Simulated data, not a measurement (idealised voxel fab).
The process module presented herein is designated voxel spacer lines.
The width of the displayed cross-section, cut, is 235 nm; its cells are square, with a size of 5 nm.
A cross-section is written here as square cells arranged in a grid, and it is given in bands from the top down, each band taking up one or more rows of cells.
Top, bottom (nm), then materials left to right with widths (nm); lone material tagged "full width" fills the whole band edge to edge; "empty" = empty space.
Height 0 is the level under which the wafer as received is all one material. The lowest band goes on downwards, as in "0..down".
Read "30 to 40" as a graded width: first number on top, second number at the bottom, same change between each pair of neighbouring rows.
Step marked "no alteration"? Then no cell in the cross-section changed in it.
Heads up: "Closed void register" only lists the empty pockets with no open path to the top that are 8 cells or more, and it writes them as width x height at distance, distance from the left edge, in nm.
On each step's line, the part that comes after the settings is the simulator's own comment on the step.
"overlay nm" answers the question of how far to the right of plan the mask lay on a step that has a mask, and when it is negative the answer is to the left.
The process steps that were planned are listed below
1: RECEIVE | material Si
2: CONFORMAL_DEP | material Al2O3 | thk nm 10
3: DIRECTIONAL_DEP | material SiN | thk nm 15
4: DIRECTIONAL_DEP | material polySi | thk nm 20
5: PATTERN | tone cover | mask id MANDREL | material resist | width nm 20 | pitch nm 70 | thk nm 25 | overlay nm 0
6: DIRECTIONAL_ETCH | etch materials polySi | depth nm 20
7: STRIP | etch materials resist
8: CONFORMAL_DEP | material SiO2 | thk nm 15
9: DIRECTIONAL_ETCH | etch materials SiO2 | depth nm 15
10: STRIP | etch materials polySi
11: DIRECTIONAL_ETCH | etch materials SiN | depth nm 15
12: STRIP | etch materials SiO2
13: FILL_DEP | material lowk | thk nm 5
14: CMP | height nm 25
The first wafer of two, processed as planned
Here's what the wafer looked like in cross-section when it arrived - that's after step 1
- 0..down | Si full width
- Closed void register: none
The wafer, seen in cross-section, after step 2
- 10..0 | Al2O3 full width
- Whatever lies below 0 is exactly as it was before.
The wafer, seen in cross-section, after step 3
- 25..10 | SiN full width
- Whatever lies below 10 is exactly as it was before.
The wafer, seen in cross-section, after step 4
- 45..25 | polySi full width
- Whatever lies below 25 is exactly as it was before.
The wafer, seen in cross-section, after step 5
- 70..45 | 70 empty, 20 resist, 50 empty, 20 resist, 75 empty
- Whatever lies below 45 is exactly as it was before.
The wafer, seen in cross-section, after step 6
- 70..45 | 70 empty, 20 resist, 50 empty, 20 resist, 75 empty
- 45..25 | 70 empty, 20 polySi, 50 empty, 20 polySi, 75 empty
- Whatever lies below 25 is exactly as it was before.
The wafer, seen in cross-section, after step 7
- 45..25 | 70 empty, 20 polySi, 50 empty, 20 polySi, 75 empty
- Whatever lies below 25 is exactly as it was before.
The wafer, seen in cross-section, after step 8
- 60..45 | 55 empty, 50 SiO2, 20 empty, 50 SiO2, 60 empty
- 45..40 | 55 empty, 15 SiO2, 20 polySi, 15 SiO2, 20 empty, 15 SiO2, 20 polySi, 15 SiO2, 60 empty
- 40..25 | 70 SiO2, 20 polySi, 50 SiO2, 20 polySi, 75 SiO2
- Whatever lies below 25 is exactly as it was before.
The wafer, seen in cross-section, after step 9
- 45..25 | 55 empty, 15 SiO2, 20 polySi, 15 SiO2, 20 empty, 15 SiO2, 20 polySi, 15 SiO2, 60 empty
- Whatever lies below 25 is exactly as it was before.
The wafer, seen in cross-section, after step 10
- 45..25 | 55 empty, 15 SiO2, 20 empty, 15 SiO2, 20 empty, 15 SiO2, 20 empty, 15 SiO2, 60 empty
- Whatever lies below 25 is exactly as it was before.
The wafer, seen in cross-section, after step 11
- 45..25 | 55 empty, 15 SiO2, 20 empty, 15 SiO2, 20 empty, 15 SiO2, 20 empty, 15 SiO2, 60 empty
- 25..10 | 55 empty, 15 SiN, 20 empty, 15 SiN, 20 empty, 15 SiN, 20 empty, 15 SiN, 60 empty
- Whatever lies below 10 is exactly as it was before.
The wafer, seen in cross-section, after step 12
- 25..10 | 55 empty, 15 SiN, 20 empty, 15 SiN, 20 empty, 15 SiN, 20 empty, 15 SiN, 60 empty
- Whatever lies below 10 is exactly as it was before.
The wafer, seen in cross-section, after step 13
- 30..25 | lowk full width
- 25..10 | 55 lowk, 15 SiN, 20 lowk, 15 SiN, 20 lowk, 15 SiN, 20 lowk, 15 SiN, 60 lowk
- Whatever lies below 10 is exactly as it was before.
The wafer, seen in cross-section, after step 14
- 25..10 | 55 lowk, 15 SiN, 20 lowk, 15 SiN, 20 lowk, 15 SiN, 20 lowk, 15 SiN, 60 lowk
- Whatever lies below 10 is exactly as it was before.
It is to be noted that the second wafer proceeded from the same initial state and according to the same plan as the first, although one mistake was committed in its execution; through step 11, inclusive, the two wafers share an identical history
The second wafer cut through, at the time step 12 was supposed to be finished: no alteration
The second wafer cut through, at the time step 13 was supposed to be finished
- 50..45 | lowk full width
- 45..25 | 55 lowk, 15 SiO2, 20 lowk, 15 SiO2, 20 lowk, 15 SiO2, 20 lowk, 15 SiO2, 60 lowk
- 25..10 | 55 lowk, 15 SiN, 20 lowk, 15 SiN, 20 lowk, 15 SiN, 20 lowk, 15 SiN, 60 lowk
- Whatever lies below 10 is exactly as it was before.
The second wafer cut through, at the time step 14 was supposed to be finished
- 25..10 | 55 lowk, 15 SiN, 20 lowk, 15 SiN, 20 lowk, 15 SiN, 20 lowk, 15 SiN, 60 lowk
- Whatever lies below 10 is exactly as it was before.
Diagnosis: step 12 of the plan: omitted, not performed
The mistake has no effect on what this model computes, because the two wafers end with the same cross-section.
